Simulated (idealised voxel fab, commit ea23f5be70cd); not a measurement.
Process module in this document: voxel double patterning
Section cut is 170 nm wide and gridded with 5 nm square cells.
We lay out every cross-section as a grid of square cells and spell it out in bands from the top down, where one band means one or more rows of cells. This entry defines a band. It first specifies the height of the band's top and the height of its bottom in nm, and then specifies the band's materials from left to right, stating each material with its width in nm. The word "full width" identifies a single material that fills the band from edge to edge, while the word "blank" identifies empty space. Counting heights begins at 0, where everything beneath is, in the wafer as received, one material. The lowest band has no bottom; it goes on downwards, as "from 0 down" shows. Top row gets the first number, bottom row gets the second, and each row in between changes by the same step: that is how a band width like "30 to 40" works. The cross-section has no changed cell in any step marked "no alteration". "Closed cavity list": sealed empty spaces, 8 cells or more, no open way to top, listed width x height at distance, with distance from the left edge and width, height and distance in nm. Read whatever lies past the settings on a step's line as the simulator's own remark about the step. A step line may carry the setting "overlay nm", which, for steps involving a mask, states the distance by which the mask lay to the right of its intended position; negative values denote displacement to the left.

# This section lists the process steps that were planned
1: RECEIVE | material Si
2: CONFORMAL_DEP | material SiN | thk nm 10
3: DIRECTIONAL_DEP | material SiO2 | thk nm 10
4: DIRECTIONAL_DEP | material SiCN | thk nm 10
5: DIRECTIONAL_DEP | material aC | thk nm 15
6: PATTERN | tone open | mask id FIRST | material resist | width nm 15 | pitch nm 50 | thk nm 35 | overlay nm 0
7: DIRECTIONAL_ETCH | etch materials aC | depth nm 15
8: STRIP | etch materials resist
9: DIRECTIONAL_ETCH | etch materials SiCN | depth nm 10
10: STRIP | etch materials aC
11: PATTERN | tone open | mask id SECOND | material resist | width nm 15 | thk nm 20 | overlay nm 0
12: DIRECTIONAL_ETCH | etch materials SiCN | depth nm 10
13: STRIP | etch materials resist
14: DIRECTIONAL_ETCH | etch materials SiO2 | depth nm 10
15: STRIP | etch materials SiCN

# First wafer out of two, processed as planned

# Wafer at receipt (post step 1), cross-section
* from 0 down | Si full width
* Closed cavity list: none

# The wafer, seen in cross-section, after step 2
* from 10 to 0 | SiN full width
* Under 0: no change, same as before.

# The wafer, seen in cross-section, after step 3
* from 20 to 10 | SiO2 full width
* Under 10: no change, same as before.

# The wafer, seen in cross-section, after step 4
* from 30 to 20 | SiCN full width
* Under 20: no change, same as before.

# The wafer, seen in cross-section, after step 5
* from 45 to 30 | aC full width
* Under 30: no change, same as before.

# The wafer, seen in cross-section, after step 6
* from 80 to 45 | resist 50; blank 15; resist 35; blank 15; resist 55
* Under 45: no change, same as before.

# The wafer, seen in cross-section, after step 7
* from 65 to 45 | resist 50; blank 15; resist 35; blank 15; resist 55
* from 45 to 30 | aC 50; blank 15; aC 35; blank 15; aC 55
* Under 30: no change, same as before.

# The wafer, seen in cross-section, after step 8
* from 45 to 30 | aC 50; blank 15; aC 35; blank 15; aC 55
* Under 30: no change, same as before.

# The wafer, seen in cross-section, after step 9
* from 45 to 30 | aC 50; blank 15; aC 35; blank 15; aC 55
* from 30 to 20 | SiCN 50; blank 15; SiCN 35; blank 15; SiCN 55
* Under 20: no change, same as before.

# The wafer, seen in cross-section, after step 10
* from 30 to 20 | SiCN 50; blank 15; SiCN 35; blank 15; SiCN 55
* Under 20: no change, same as before.

# The wafer, seen in cross-section, after step 11
* from 50 to 30 | resist 75; blank 15; resist 80
* from 30 to 20 | SiCN 50; resist 15; SiCN 35; resist 15; SiCN 55
* Under 20: no change, same as before.

# The wafer, seen in cross-section, after step 12
* from 50 to 30 | resist 75; blank 15; resist 80
* from 30 to 20 | SiCN 50; resist 15; SiCN 10; blank 15; SiCN 10; resist 15; SiCN 55
* Under 20: no change, same as before.

# The wafer, seen in cross-section, after step 13
* from 30 to 20 | SiCN 50; blank 15; SiCN 10; blank 15; SiCN 10; blank 15; SiCN 55
* Under 20: no change, same as before.

# The wafer, seen in cross-section, after step 14
* from 30 to 20 | SiCN 50; blank 15; SiCN 10; blank 15; SiCN 10; blank 15; SiCN 55
* from 20 to 10 | SiO2 50; blank 15; SiO2 10; blank 15; SiO2 10; blank 15; SiO2 55
* Under 10: no change, same as before.

# The wafer, seen in cross-section, after step 15
* from 20 to 10 | SiO2 50; blank 15; SiO2 10; blank 15; SiO2 10; blank 15; SiO2 55
* Under 10: no change, same as before.

# Second wafer, same starting conditions and recipe as the first, one mistake in executing it, nothing differs from the first up to and including step 2

# Cross-section: second wafer, time at which step 3 was scheduled to end
* from 25 to 10 | SiO2 full width
* Under 10: no change, same as before.

# Cross-section: second wafer, time at which step 4 was scheduled to end
* from 35 to 25 | SiCN full width
* Under 25: no change, same as before.

# Cross-section: second wafer, time at which step 5 was scheduled to end
* from 50 to 35 | aC full width
* Under 35: no change, same as before.

# Cross-section: second wafer, time at which step 6 was scheduled to end
* from 85 to 50 | resist 50; blank 15; resist 35; blank 15; resist 55
* Under 50: no change, same as before.

# Cross-section: second wafer, time at which step 7 was scheduled to end
* from 70 to 50 | resist 50; blank 15; resist 35; blank 15; resist 55
* from 50 to 35 | aC 50; blank 15; aC 35; blank 15; aC 55
* Under 35: no change, same as before.

# Cross-section: second wafer, time at which step 8 was scheduled to end
* from 50 to 35 | aC 50; blank 15; aC 35; blank 15; aC 55
* Under 35: no change, same as before.

# Cross-section: second wafer, time at which step 9 was scheduled to end
* from 50 to 35 | aC 50; blank 15; aC 35; blank 15; aC 55
* from 35 to 25 | SiCN 50; blank 15; SiCN 35; blank 15; SiCN 55
* Under 25: no change, same as before.

# Cross-section: second wafer, time at which step 10 was scheduled to end
* from 35 to 25 | SiCN 50; blank 15; SiCN 35; blank 15; SiCN 55
* Under 25: no change, same as before.

# Cross-section: second wafer, time at which step 11 was scheduled to end
* from 55 to 35 | resist 75; blank 15; resist 80
* from 35 to 25 | SiCN 50; resist 15; SiCN 35; resist 15; SiCN 55
* Under 25: no change, same as before.

# Cross-section: second wafer, time at which step 12 was scheduled to end
* from 55 to 35 | resist 75; blank 15; resist 80
* from 35 to 25 | SiCN 50; resist 15; SiCN 10; blank 15; SiCN 10; resist 15; SiCN 55
* Under 25: no change, same as before.

# Cross-section: second wafer, time at which step 13 was scheduled to end
* from 35 to 25 | SiCN 50; blank 15; SiCN 10; blank 15; SiCN 10; blank 15; SiCN 55
* Under 25: no change, same as before.

# Cross-section: second wafer, time at which step 14 was scheduled to end
* from 35 to 25 | SiCN 50; blank 15; SiCN 10; blank 15; SiCN 10; blank 15; SiCN 55
* from 25 to 15 | SiO2 50; blank 15; SiO2 10; blank 15; SiO2 10; blank 15; SiO2 55
* Under 15: no change, same as before.

# Cross-section: second wafer, time at which step 15 was scheduled to end
* from 25 to 15 | SiO2 50; blank 15; SiO2 10; blank 15; SiO2 10; blank 15; SiO2 55
* Under 15: no change, same as before.
Finding, execution versus plan: so step 3 ended up running with a different setting than we planned, it ran as DIRECTIONAL_DEP | material SiO2 | thk nm 15
Materials where the second wafer ends with more or fewer cells than the first: SiO2 +34
